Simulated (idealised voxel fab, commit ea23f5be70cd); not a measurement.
The process module that follows is named voxel gate over fins.
Displayed cross-section: cut, width of 220 nm, square cells sized 5 nm.
Format of a cross-section: grid, square cells. Given as bands. Order: top down. Band: one or more rows of cells. First you get the band's top height and its bottom height, in nm, and then the materials it's made of, left to right, with each width in nm. If you see a single material with "throughout", that one covers the band edge to edge. "air" is empty space. Basically, 0 is our baseline, since under it the wafer straight out of the box is all one material. The bottom band has no lower end and keeps on going down, so it looks like "0..down". The notation "30..40" denotes a width that varies across the rows of cells in the band, beginning at the first number in the top row, finishing at the second number in the bottom row, and changing by an identical amount from each row to the next. It should be understood that the words "everything unchanged", when stated for a given step, signify that the cross-section underwent no change in any of its cells during that step. Closed empty spaces (no open way to the top) of 8 cells or more are what "Voids lacking openings" lists, each as width x height at distance from the left edge, nm for all three. On each step's line, the part that comes after the settings is the simulator's own comment on the step. You can add "overlay nm" to a step's line. For a step with a mask, it describes how far the mask lay to the right of its planned position, and a negative number describes a lay to the left.
### Below is the list of planned process steps
1,RECEIVE (material Si)
2,CONFORMAL_DEP (material SiN; thk nm 10)
3,PATTERN (tone cover; mask id FINS; material resist; width nm 15; pitch nm 50; thk nm 20; overlay nm 0)
4,DIRECTIONAL_ETCH (etch materials SiN; depth nm 10)
5,DIRECTIONAL_ETCH (etch materials Si; depth nm 40)
6,STRIP (etch materials resist)
7,OXIDIZE (depth nm 5)
8,FILL_DEP (material SiO2; thk nm 5)
9,CMP (height nm 10)
10,DIRECTIONAL_DEP (material aC; thk nm 10)
11,PATTERN (tone open; mask id RAIL; material resist; width nm 15; thk nm 25; overlay nm 0)
12,DIRECTIONAL_ETCH (etch materials aC; depth nm 10)
13,STRIP (etch materials resist)
14,DIRECTIONAL_ETCH (etch materials SiO2; depth nm 45)
15,STRIP (etch materials aC)
16,CONFORMAL_DEP (material TiN; thk nm 5)
17,FILL_DEP (material W; thk nm 10)
18,CMP (height nm 10)
19,SELECTIVE_ETCH (etch materials W Ru TiN; depth nm 30)
20,FILL_DEP (material SiO2; thk nm 5)
21,CMP (height nm 10)
22,SELECTIVE_ETCH (etch materials SiO2; depth nm 20)
23,STRIP (etch materials SiN)
24,CONFORMAL_DEP (material HfO2; thk nm 5)
25,CONFORMAL_DEP (material TiN; thk nm 5)
26,FILL_DEP (material W; thk nm 15)
27,CMP (height nm 20)
28,CONFORMAL_DEP (material SiCN; thk nm 5)
### So this is the incoming wafer in cross-section - it's already been through step 1
- 0..down = Si throughout
- Voids lacking openings: none
### Same starting wafer, same plan as above, one mistake in the execution; this is the cross-section at the end of the module
- 25..20 = SiCN throughout
- 20..5 = W throughout
- 5..0 = W: 25  TiN: 15  W: 35  TiN: 15  W: 35  TiN: 15  W: 35  TiN: 15  W: 30
- 0..-5 = W: 25  TiN: 5  Si: 5  TiN: 5  W: 35  TiN: 5  Si: 5  TiN: 5  W: 35  TiN: 5  Si: 5  TiN: 5  W: 35  TiN: 5  Si: 5  TiN: 5  W: 30
- -5..-10 = TiN: 30  Si: 5  TiN: 45  Si: 5  TiN: 45  Si: 5  TiN: 45  Si: 5  TiN: 35
- -10..-20 = SiO2: 30  Si: 5  SiO2: 45  Si: 5  SiO2: 45  Si: 5  SiO2: 45  Si: 5  SiO2: 35
- -20..-30 = SiO2: 30  Si: 5  SiO2: 15  TiN: 5  W: 5  TiN: 5  SiO2: 15  Si: 5  SiO2: 45  Si: 5  SiO2: 45  Si: 5  SiO2: 35
- -30..-35 = SiO2: 30  Si: 5  SiO2: 15  TiN: 15  SiO2: 15  Si: 5  SiO2: 45  Si: 5  SiO2: 45  Si: 5  SiO2: 35
- -35..-45 = SiO2: 30  Si: 5  SiO2: 45  Si: 5  SiO2: 45  Si: 5  SiO2: 45  Si: 5  SiO2: 35
- -45..down = Si throughout
- Voids lacking openings: none
Plan not followed: step 24 was left out
